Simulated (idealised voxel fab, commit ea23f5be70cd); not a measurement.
You're looking at the process module voxel air gaps.
We display cut, a cross-section 235 nm in width whose square cells are each 5 nm.
A cross-section in this document is a grid of square cells, and it is written down as bands, the top band listed before the ones below it; a band is made up of one or more rows of cells. The band entry comprises the height of the band's top followed by the height of its bottom, expressed in nm, and subsequently the band's materials from left to right, each stated together with its width in nm. Where a single material is marked with the word "throughout", that material fills the band from edge to edge. The word "empty" represents empty space. Heads up on the height convention: 0 is the point under which the incoming wafer is all one material, and the lowest band has no bottom, it just keeps going down, like "from 0 down". You'd read "30 to 40" like this: the band's top row of cells is as wide as the first number, its bottom row is as wide as the second, and going down, every row changes width by the same amount as the row before did. Step marked "no change occurred"? Then no cell in the cross-section changed in it. "Closed voids list" specifies each empty space that is not open to the top and that occupies no fewer than 8 cells, using the form width x height at distance, the distance measured from the left edge and all three quantities in nm. Read whatever lies past the settings on a step's line as the simulator's own remark about the step. overlay nm: where the mask lay relative to plan, measured to the right, on steps with a mask; negatives go left.
Listed below are the process steps as planned
| 1 | RECEIVE,material Si |
| 2 | CONFORMAL_DEP,material SiO2,thk nm 15 |
| 3 | CONFORMAL_DEP,material SiCN,thk nm 5 |
| 4 | DIRECTIONAL_DEP,material SiO2,thk nm 35 |
| 5 | DIRECTIONAL_DEP,material aC,thk nm 5 |
| 6 | PATTERN,tone open,mask id LINES,material resist,width nm 25,pitch nm 50,thk nm 25,overlay nm 0 |
| 7 | DIRECTIONAL_ETCH,etch materials aC,depth nm 10 |
| 8 | STRIP,etch materials resist |
| 9 | DIRECTIONAL_ETCH,etch materials SiO2,depth nm 35 |
| 10 | STRIP,etch materials aC |
| 11 | CONFORMAL_DEP,material TiN,thk nm 5 |
| 12 | FILL_DEP,material Cu,thk nm 10 |
| 13 | CMP,height nm 55 |
| 14 | EPI,material Ru,thk nm 10 |
| 15 | SELECTIVE_ETCH,etch materials SiO2,depth nm 45 |
| 16 | CONFORMAL_DEP,material SiCN,thk nm 5 |
All wafers enter the flow in the same state. The thk nm at step 5 differs from wafer to wafer, and the plan gives the value for the first wafer.
Cut through the first of several wafers as received, post step 1
  from 0 down  Si throughout
  Closed voids list: none
Take a look at the first of several wafers in cross-section: the module is done, and step 16 was its last step
  from 70 to 65  empty 40 nm; SiCN 155 nm; empty 40 nm
  from 65 to 55  empty 40 nm; SiCN 5 nm; Ru 45 nm; SiCN 5 nm; Ru 45 nm; SiCN 5 nm; Ru 45 nm; SiCN 5 nm; empty 40 nm
  from 55 to 50  empty 40 nm; SiCN 15 nm; TiN 5 nm; Cu 15 nm; TiN 5 nm; SiCN 25 nm; TiN 5 nm; Cu 15 nm; TiN 5 nm; SiCN 25 nm; TiN 5 nm; Cu 15 nm; TiN 5 nm; SiCN 15 nm; empty 40 nm
  from 50 to 25  empty 50 nm; SiCN 5 nm; TiN 5 nm; Cu 15 nm; TiN 5 nm; SiCN 5 nm; empty 15 nm; SiCN 5 nm; TiN 5 nm; Cu 15 nm; TiN 5 nm; SiCN 5 nm; empty 15 nm; SiCN 5 nm; TiN 5 nm; Cu 15 nm; TiN 5 nm; SiCN 5 nm; empty 50 nm
  from 25 to 20  SiCN 55 nm; TiN 25 nm; SiCN 25 nm; TiN 25 nm; SiCN 25 nm; TiN 25 nm; SiCN 55 nm
  from 20 to 15  SiCN throughout
  from 15 to 0  SiO2 throughout
  from 0 down  Si throughout
  Closed voids list: 15 x 25 at 85; 15 x 25 at 135
Cross-sectional view, end of module, last wafer of several
  from 25 to 15  SiCN throughout
  from 15 to 0  SiO2 throughout
  from 0 down  Si throughout
  Closed voids list: none
Each row below is a wafer at the end of the module, listing for every material the number of cells it has gained (+) or lost (-) since it was received, followed by its closed voids
thk nm 5; +54 Cu; +54 Ru; +164 SiCN; +141 SiO2; +51 TiN; Closed voids list: 15 x 25 at 85; 15 x 25 at 135
thk nm 10; +54 Cu; +54 Ru; +164 SiCN; +141 SiO2; +51 TiN; Closed voids list: 15 x 25 at 85; 15 x 25 at 135
thk nm 15; +94 SiCN; +141 SiO2; Closed voids list: none
thk nm 20; +94 SiCN; +141 SiO2; Closed voids list: none
thk nm 25; +94 SiCN; +141 SiO2; Closed voids list: none
